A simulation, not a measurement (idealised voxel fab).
The process module that follows is named voxel ribs on slabs.
Cross-section cut spans 280 nm and uses square cells 5 nm in size.
Cross-section format: a grid of square cells, given as bands from top to bottom; each band is one or more rows of cells.
Each band's line starts with the height of the band's top and of its bottom, in nm. Then come its materials from left to right, each with its width in nm. One material with "all across" fills the band from edge to edge. "empty" is empty space.
It should be noted that heights are counted from 0, beneath which the wafer as supplied is of one material throughout, and that the lowest band possesses no lower boundary but continues downward, as written in "0 down".
Graded width ("30 to 40"): value in top row of band = first number; value in bottom row = second number; row-to-row change constant.
Key: "nothing was modified" - step with no changed cell in the cross-section.
Empty spaces counting at least 8 cells and having no open way to the top are listed in "Enclosed internal voids". The notation width x height at distance is used for each, the distance being from the left edge and all three values in nm.
It should be noted that, on the line of a given step, the content following the step's settings is a remark produced by the simulator itself with respect to that step.
The "overlay nm" setting may appear on a step's line; for a step that uses a mask, it gives how far to the right of its planned position the mask lay, and a negative value indicates the left.

-- So here's the lineup of process steps we planned
step 1: RECEIVE, material Si
step 2: DIRECTIONAL_DEP, material SiO2, thk nm 25
step 3: DIRECTIONAL_DEP, material polySi, thk nm 15
step 4: DIRECTIONAL_DEP, material aC, thk nm 10
step 5: PATTERN, tone cover, mask id RIB, material resist, width nm 15, thk nm 30, overlay nm 0
step 6: DIRECTIONAL_ETCH, etch materials aC, depth nm 10
step 7: STRIP, etch materials resist
step 8: DIRECTIONAL_ETCH, etch materials polySi, depth nm 5
step 9: STRIP, etch materials aC
step 10: MASKED_ETCH, tone cover, mask id SLAB, width nm 45, etch materials polySi, depth nm 5, overlay nm 0
step 11: FILL_DEP, material SiO2, thk nm 15
step 12: CMP, height nm 50
step 13: DIRECTIONAL_DEP, material TiN, thk nm 5
step 14: MASKED_ETCH, tone cover, mask id HEATER, width nm 25, etch materials TiN, depth nm 5, overlay nm 0
step 15: CONFORMAL_DEP, material SiO2, thk nm 10
The depth nm used in step 8 is not the same on every wafer, whereas the starting condition is; the value printed in the plan is the first wafer's.

-- The first of several wafers, as received after step 1, seen in section
  0 down: Si all across
  Enclosed internal voids: none

-- End-of-module cross-section, first of several wafers, after last step 15
  65 to 60: empty 115 | SiO2 45 | empty 120
  60 to 55: SiO2 all across
  55 to 50: SiO2 125 | TiN 25 | SiO2 130
  50 to 40: SiO2 all across
  40 to 30: SiO2 130 to 115 | polySi 15 to 45 | SiO2 135 to 120
  30 to 25: polySi all across
  25 to 0: SiO2 all across
  0 down: Si all across
  Enclosed internal voids: none

-- Showing the last wafer in cross-section at the end of the module
  65 to 60: empty 115 | SiO2 45 | empty 120
  60 to 55: SiO2 all across
  55 to 50: SiO2 125 | TiN 25 | SiO2 130
  50 to 40: SiO2 all across
  40 to 25: SiO2 130 | polySi 15 | SiO2 135
  25 to 0: SiO2 all across
  0 down: Si all across
  Enclosed internal voids: none

-- So in this table every wafer gets its own row, and what you see is where it stands at the end of the module: for each material, how many cells it picked up (+) or gave up (-) since we received it, and after that its closed voids
depth nm 5, +608 SiO2, +5 TiN, +68 polySi, Enclosed internal voids: none
depth nm 10, +661 SiO2, +5 TiN, +15 polySi, Enclosed internal voids: none
depth nm 15, +667 SiO2, +5 TiN, +9 polySi, Enclosed internal voids: none
depth nm 20, +667 SiO2, +5 TiN, +9 polySi, Enclosed internal voids: none
depth nm 25, +667 SiO2, +5 TiN, +9 polySi, Enclosed internal voids: none
